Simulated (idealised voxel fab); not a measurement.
Documented hereafter: the process module known as voxel local oxidation.
Each square cell in cross-section cut measures 5 nm, and the section as a whole is 265 nm wide.
When this document writes out a cross-section, it uses a grid of square cells and lists it as bands, beginning at the top and moving down, with a band standing for one or more rows of cells. Quick guide to a band line: top height, bottom height (nm) up front; then every material left to right with its width in nm. Only one material and it's marked "all across"? Then it fills the band edge to edge. And "air" just means empty space. Zero point of the height axis is 0; under it, received wafer = one material. Lowest band: continues down indefinitely, "from 0 down". So if you see something like "30..40" for the width, read it as the top row of the band sitting at the first number and the bottom row at the second, with every row in between moving by the same amount as the last. Given "identical to before" for a step, no cell of the cross-section differs between before and after that step. "Enclosed internal voids": empty spaces of 8 cells or more with no open way to the top, each given as width x height at distance, distance from the left edge, all in nm. Read whatever lies past the settings on a step's line as the simulator's own remark about the step. overlay nm: mask offset rightward from planned place, masked step; negative means leftward offset.
The following list gives the planned process steps:
| 1 | RECEIVE, material Si |
| 2 | OXIDIZE, depth nm 5 |
| 3 | CONFORMAL_DEP, material SiN, thk nm 15 |
| 4 | MASKED_ETCH, tone cover, mask id ACTIVE, width nm 100, etch materials SiN, depth nm 15, overlay nm 0 |
| 5 | SELECTIVE_ETCH, etch materials SiO2, depth nm 5 |
| 6 | OXIDIZE, depth nm 10 |
| 7 | STRIP, etch materials SiN |
So this is the incoming wafer in cross-section - it's already been through step 1:
> from 0 down | Si all across
> Enclosed internal voids: none
Cross-sectional result after module completion. Note: starting condition and plan are unchanged from above; one processing mistake was made:
> from 0 to -5 | air: 95; SiO2: 90; air: 80
> from -5 to -15 | SiO2: 105; Si: 70; SiO2: 90
> from -15 down | Si all across
> Enclosed internal voids: none
Run error: not per plan at step 4, really ran MASKED_ETCH, tone cover, mask id ACTIVE, width nm 100, etch materials SiN, depth nm 15, overlay nm 10
